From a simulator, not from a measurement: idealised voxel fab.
The process module that follows is named voxel ribs on slabs.
Shown is cross-section cut, with a width of 200 nm and square cells of size 5 nm.
Reading order for cross-sections: top band down to bottom band. Underlying form: a grid of square cells. Band size: one or more rows of cells. This entry defines a band. It first specifies the height of the band's top and the height of its bottom in nm, and then specifies the band's materials from left to right, stating each material with its width in nm. The word "everywhere" identifies a single material that fills the band from edge to edge, while the word "air" identifies empty space. Heads up on the height convention: 0 is the point under which the incoming wafer is all one material, and the lowest band has no bottom, it just keeps going down, like "0 -> down". A width given as "30 to 40" starts at the first number in the band's top row and ends at the second number in its bottom row, shifting by an equal amount at every step from row to row. Any step labelled "nothing changed" changed none of the cells in the cross-section. Closed empty spaces (no open way to the top) of 8 cells or more are what "Sealed-off cavities" lists, each as width x height at distance from the left edge, nm for all three. Text after the settings on a step's line: the simulator's own remark on that step. overlay nm: where the mask lay relative to plan, measured to the right, on steps with a mask; negatives go left.

### Intended process steps
| 1 | RECEIVE, material Si |
| 2 | DIRECTIONAL_DEP, material SiO2, thk nm 30 |
| 3 | DIRECTIONAL_DEP, material polySi, thk nm 15 |
| 4 | PATTERN, tone cover, mask id RIB, material resist, width nm 30, thk nm 20, overlay nm 0 |
| 5 | DIRECTIONAL_ETCH, etch materials polySi, depth nm 10 |
| 6 | STRIP, etch materials resist |
| 7 | MASKED_ETCH, tone cover, mask id SLAB, width nm 80, etch materials polySi, depth nm 5, overlay nm 0 |
| 8 | FILL_DEP, material SiO2, thk nm 30 |
| 9 | CMP, height nm 65 |
| 10 | DIRECTIONAL_DEP, material TiN, thk nm 10 |
| 11 | DIRECTIONAL_DEP, material aC, thk nm 15 |
| 12 | PATTERN, tone cover, mask id HEATER, material resist, width nm 40, thk nm 30, overlay nm 0 |
| 13 | DIRECTIONAL_ETCH, etch materials aC, depth nm 15 |
| 14 | STRIP, etch materials resist |
| 15 | DIRECTIONAL_ETCH, etch materials TiN, depth nm 10 |
| 16 | STRIP, etch materials aC |
| 17 | CONFORMAL_DEP, material SiO2, thk nm 10 |

### On the first of the two wafers: run conducted according to plan

### Delivered wafer in cross-section: state after step 1
> 0 -> down = Si everywhere
> Sealed-off cavities: none

### After step 2, in cross-section
> 30 -> 0 = SiO2 everywhere
> below 0: unchanged

### After step 3, in cross-section
> 45 -> 30 = polySi everywhere
> below 30: unchanged

### After step 4, in cross-section
> 65 -> 45 = 85 of air, then 30 of resist, then 85 of air
> below 45: unchanged

### After step 5, in cross-section
> 65 -> 45 = 85 of air, then 30 of resist, then 85 of air
> 45 -> 35 = 85 of air, then 30 of polySi, then 85 of air
> below 35: unchanged

### After step 6, in cross-section
> 45 -> 35 = 85 of air, then 30 of polySi, then 85 of air
> below 35: unchanged

### After step 7, in cross-section
> 45 -> 35 = 85 of air, then 30 of polySi, then 85 of air
> 35 -> 30 = 60 of air, then 80 of polySi, then 60 of air
> below 30: unchanged

### After step 8, in cross-section
> 75 -> 45 = SiO2 everywhere
> 45 -> 35 = 85 of SiO2, then 30 of polySi, then 85 of SiO2
> 35 -> 30 = 60 of SiO2, then 80 of polySi, then 60 of SiO2
> below 30: unchanged

### After step 9, in cross-section
> 65 -> 45 = SiO2 everywhere
> below 45: unchanged

### After step 10, in cross-section
> 75 -> 65 = TiN everywhere
> below 65: unchanged

### After step 11, in cross-section
> 90 -> 75 = aC everywhere
> below 75: unchanged

### After step 12, in cross-section
> 120 -> 90 = 80 of air, then 40 of resist, then 80 of air
> below 90: unchanged

### After step 13, in cross-section
> 105 -> 90 = 80 of air, then 40 of resist, then 80 of air
> 90 -> 75 = 80 of air, then 40 of aC, then 80 of air
> below 75: unchanged

### After step 14, in cross-section
> 90 -> 75 = 80 of air, then 40 of aC, then 80 of air
> below 75: unchanged

### After step 15, in cross-section
> 90 -> 75 = 80 of air, then 40 of aC, then 80 of air
> 75 -> 65 = 80 of air, then 40 of TiN, then 80 of air
> below 65: unchanged

### After step 16, in cross-section
> 75 -> 65 = 80 of air, then 40 of TiN, then 80 of air
> below 65: unchanged

### After step 17, in cross-section
> 85 -> 75 = 70 of air, then 60 of SiO2, then 70 of air
> 75 -> 65 = 80 of SiO2, then 40 of TiN, then 80 of SiO2
> below 65: unchanged

### Wafer two. Identical start, identical plan. One mistake in execution. Identical history through step 16

Second wafer profile in section, at the moment step 17 of the plan was meant to be complete: nothing changed
The plan and the run diverged here: step 17 of the plan got skipped, so it never ran
Count the cells at the end and the second wafer has more or fewer of some materials than the first: 88 fewer of SiO2
